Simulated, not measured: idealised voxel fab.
process module | voxel local oxidation
cross-section cut | 230 nm wide | cells 5 nm
A cross-section is a grid of square cells, given in bands from the top down. A band is one or more rows of cells.
Each band's line starts with the height of the band's top and of its bottom, in nm. Then come its materials from left to right, each with its width in nm. One material with "throughout" fills the band from edge to edge. "air" is empty space.
Height 0 is the level under which the wafer as received is all one material. The lowest band goes on downwards, as in "0 down".
A width such as "30 to 40" changes by the same amount from each row of cells to the next, from the band's top row to its bottom row.
"no change" after a step means that no cell of the cross-section changed.
closed voids: empty space of 8 cells or more with no open way to the top, each as width x height at its distance from the left edge, in nm
after a step's settings: what the simulator itself notes on the step
overlay nm, on a step with a mask: how far to the right of its planned place the mask lay; to the left if negative
plan
1 op RECEIVE | material Si
2 op CONFORMAL_DEP | material SiO2 | thk nm 5
3 op CONFORMAL_DEP | material SiN | thk nm 15
4 op DIRECTIONAL_DEP | material aC | thk nm 15
5 op PATTERN | tone cover | mask id ACTIVE | material resist | width nm 120 | thk nm 30 | overlay nm 0
6 op DIRECTIONAL_ETCH | etch materials aC | depth nm 15
7 op STRIP | etch materials resist
8 op DIRECTIONAL_ETCH | etch materials SiN | depth nm 15
9 op STRIP | etch materials aC
10 op SELECTIVE_ETCH | etch materials SiO2 | depth nm 5
11 op OXIDIZE | depth nm 15
12 op STRIP | etch materials SiN
as received, after step 1
  0 down: Si throughout
  closed voids: none
first wafer at the end, as planned
  5 to 0: air 60 | SiO2 110 | air 60
  0 to -15: SiO2 75 | Si 80 | SiO2 75
  -15 down: Si throughout
  closed voids: none
second wafer at the end: like start, like plan, one mistake
  5 to 0: air 60 | SiO2 110 | air 60
  0 to -10: SiO2 70 | Si 90 | SiO2 70
  -10 down: Si throughout
  closed voids: none
what went wrong: step 11 ran as: op OXIDIZE | depth nm 10
at the end the second wafer has, in cells: 34 more of Si | 34 fewer of SiO2
